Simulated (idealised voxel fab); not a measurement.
You're looking at the process module voxel local oxidation.
Cross-section cut spans 265 nm and uses square cells 5 nm in size.
Cross-section, as written here: a square-cell grid given band by band from the top down, where a band holds one or more rows of cells. What a band's entry tells you: where the top is and where the bottom is, as heights in nm, and after that what lies inside, material by material from left to right, each with its width in nm. Empty space is written as the word "blank", and a single material marked with the word "full width" occupies the band from edge to edge. Height datum 0, below which the as-received substrate wafer is one material. Lowest band open at the bottom, running downward: "top 0, no bottom". A width given as "30..40" starts at the first number in the band's top row and ends at the second number in its bottom row, shifting by an equal amount at every step from row to row. "same as before" (step): cross-section cells unchanged, all of them. Under "Fully sealed cavities" you'll find the enclosed gaps, the ones with no way out to the top, that are 8 cells or bigger; each reads width x height at distance, with distance counted from the left edge, everything in nm. Read whatever lies past the settings on a step's line as the simulator's own remark about the step. "overlay nm", when on a step's line for a step with a mask, measures how far to the right of its planned place the mask lay; a negative measure means to the left.

Plan
step 1: RECEIVE (material Si)
step 2: OXIDIZE (depth nm 5)
step 3: CONFORMAL_DEP (material SiN; thk nm 15)
step 4: MASKED_ETCH (tone cover; mask id ACTIVE; width nm 105; pitch nm 125; etch materials SiN; depth nm 15; overlay nm 0)
step 5: SELECTIVE_ETCH (etch materials SiO2; depth nm 5)
step 6: OXIDIZE (depth nm 15)
step 7: STRIP (etch materials SiN)

Step 1 complete: cross-section of the wafer as received
    top 0, no bottom: Si full width
    Fully sealed cavities: none

What the wafer looks like in cross-section after this module, when it starts as shown above and follows the plan above but one mistake is made in running it
    top -5, bottom -20: SiO2 full width
    top -20, no bottom: Si full width
    Fully sealed cavities: none
What broke from the plan during processing? step 3 of the plan was omitted and not executed
